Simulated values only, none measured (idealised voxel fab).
Presented below is a process module, voxel capacitor over wiring.
The figure presents cross-section cut, which has a width of 265 nm and is divided into square cells with an edge length of 5 nm.
For the purposes of this document, a cross-section shall be understood as a grid of square cells, specified as bands listed in top-to-bottom order, each band consisting of one or more rows of cells.
Within each band entry, the heights of the top and of the bottom of the band appear first, in that order and in nm; the materials of the band then follow from left to right, each with its corresponding width in nm. The designation "full width" on a single material indicates that it fills the band from edge to edge; the designation "empty" indicates empty space.
Below 0: as-received wafer, all one material; heights counted from there. Lowest band: no bottom, goes on down, written "0..down".
It should be noted that a width expressed as "30..40" varies in equal increments from row to row of cells within the band, taking the value of the first number at the top row and that of the second number at the bottom row.
No cell of the cross-section changed in a step that is given as "no change occurred".
The entry "Closed void inventory" lists the empty spaces that cover at least 8 cells and have no open path to the top. Each is written as width x height at distance, where the distance is measured from the left edge and all three values are in nm.
Whatever follows a step's settings on its line is a remark the simulator itself makes about that step.
On any step carrying a mask, the "overlay nm" setting, if present on the step's line, tells how far right of its planned place the mask lay; negative values point to the left.

[So here's the lineup of process steps we planned]
- 1: RECEIVE [material Si]
- 2: CONFORMAL_DEP [material SiO2] [thk nm 10]
- 3: DIRECTIONAL_DEP [material TiN] [thk nm 5]
- 4: DIRECTIONAL_DEP [material Ru] [thk nm 15]
- 5: MASKED_ETCH [tone cover] [mask id METAL_1] [width nm 20] [pitch nm 70] [etch materials Ru] [depth nm 15] [overlay nm 0]
- 6: MASKED_ETCH [tone cover] [mask id METAL_1] [width nm 20] [pitch nm 70] [etch materials TiN] [depth nm 5] [overlay nm 0]
- 7: CONFORMAL_DEP [material SiCN] [thk nm 5]
- 8: FILL_DEP [material lowk] [thk nm 10]
- 9: CMP [height nm 30]
- 10: CONFORMAL_DEP [material SiCN] [thk nm 5]
- 11: DIRECTIONAL_DEP [material lowk] [thk nm 20]
- 12: PATTERN [tone open] [mask id PLUG_1] [material resist] [width nm 15] [thk nm 15] [overlay nm 0]
- 13: DIRECTIONAL_ETCH [etch materials lowk] [depth nm 20]
- 14: DIRECTIONAL_ETCH [etch materials SiCN] [depth nm 5]
- 15: STRIP [etch materials resist]
- 16: CONFORMAL_DEP [material TiN] [thk nm 5]
- 17: FILL_DEP [material Cu] [thk nm 10]
- 18: CMP [height nm 55]
- 19: DIRECTIONAL_DEP [material TiN] [thk nm 5]
- 20: DIRECTIONAL_DEP [material HfO2] [thk nm 5]
- 21: DIRECTIONAL_DEP [material TiN] [thk nm 5]
- 22: PATTERN [tone cover] [mask id UPPER_PLATE] [material resist] [width nm 55] [thk nm 20] [overlay nm 0]
- 23: DIRECTIONAL_ETCH [etch materials TiN] [depth nm 5]
- 24: DIRECTIONAL_ETCH [etch materials HfO2] [depth nm 5]
- 25: STRIP [etch materials resist]
- 26: MASKED_ETCH [tone cover] [mask id LOWER_PLATE] [width nm 65] [etch materials TiN] [depth nm 5] [overlay nm 0]
- 27: FILL_DEP [material SiO2] [thk nm 15]
- 28: CMP [height nm 80]
- 29: PATTERN [tone open] [mask id PLUG_2] [material resist] [width nm 15] [thk nm 20] [overlay nm 0]
- 30: DIRECTIONAL_ETCH [etch materials SiO2] [depth nm 10]
- 31: STRIP [etch materials resist]
- 32: CONFORMAL_DEP [material TiN] [thk nm 5]
- 33: FILL_DEP [material Cu] [thk nm 10]
- 34: CMP [height nm 80]
- 35: CONFORMAL_DEP [material SiN] [thk nm 5]

[Delivered wafer in cross-section: state after step 1]
  0..down | Si full width
  Closed void inventory: none

[Final wafer profile in cross-section after the module, from the same start and plan as above, with one mistake made during processing]
  85..80 | SiN full width
  80..75 | SiO2 100 nm  TiN 5 nm  Cu 5 nm  TiN 5 nm  SiO2 150 nm
  75..65 | SiO2 100..90 nm  TiN 15..55 nm  SiO2 150..120 nm
  65..60 | SiO2 90 nm  HfO2 55 nm  SiO2 120 nm
  60..55 | SiO2 85 nm  TiN 65 nm  SiO2 115 nm
  55..35 | lowk 90 nm  TiN 5 nm  Cu 5 nm  TiN 5 nm  lowk 160 nm
  35..30 | SiCN 90 nm  TiN 15 nm  SiCN 160 nm
  30..20 | lowk 85 nm  SiCN 5 nm  Ru 20 nm  SiCN 5 nm  lowk 40 nm  SiCN 5 nm  Ru 20 nm  SiCN 5 nm  lowk 80 nm
  20..15 | lowk 80 nm  SiCN 10 nm  Ru 20 nm  SiCN 5 nm  lowk 35 nm  SiCN 10 nm  Ru 20 nm  SiCN 5 nm  lowk 80 nm
  15..10 | SiCN 85 nm  TiN 25 nm  SiCN 45 nm  TiN 25 nm  SiCN 85 nm
  10..0 | SiO2 full width
  0..down | Si full width
  Closed void inventory: none
What went wrong in running the wafer? so step 5 ended up running with a different setting than we planned, it ran as MASKED_ETCH [tone cover] [mask id METAL_1] [width nm 20] [pitch nm 70] [etch materials Ru] [depth nm 15] [overlay nm 5]
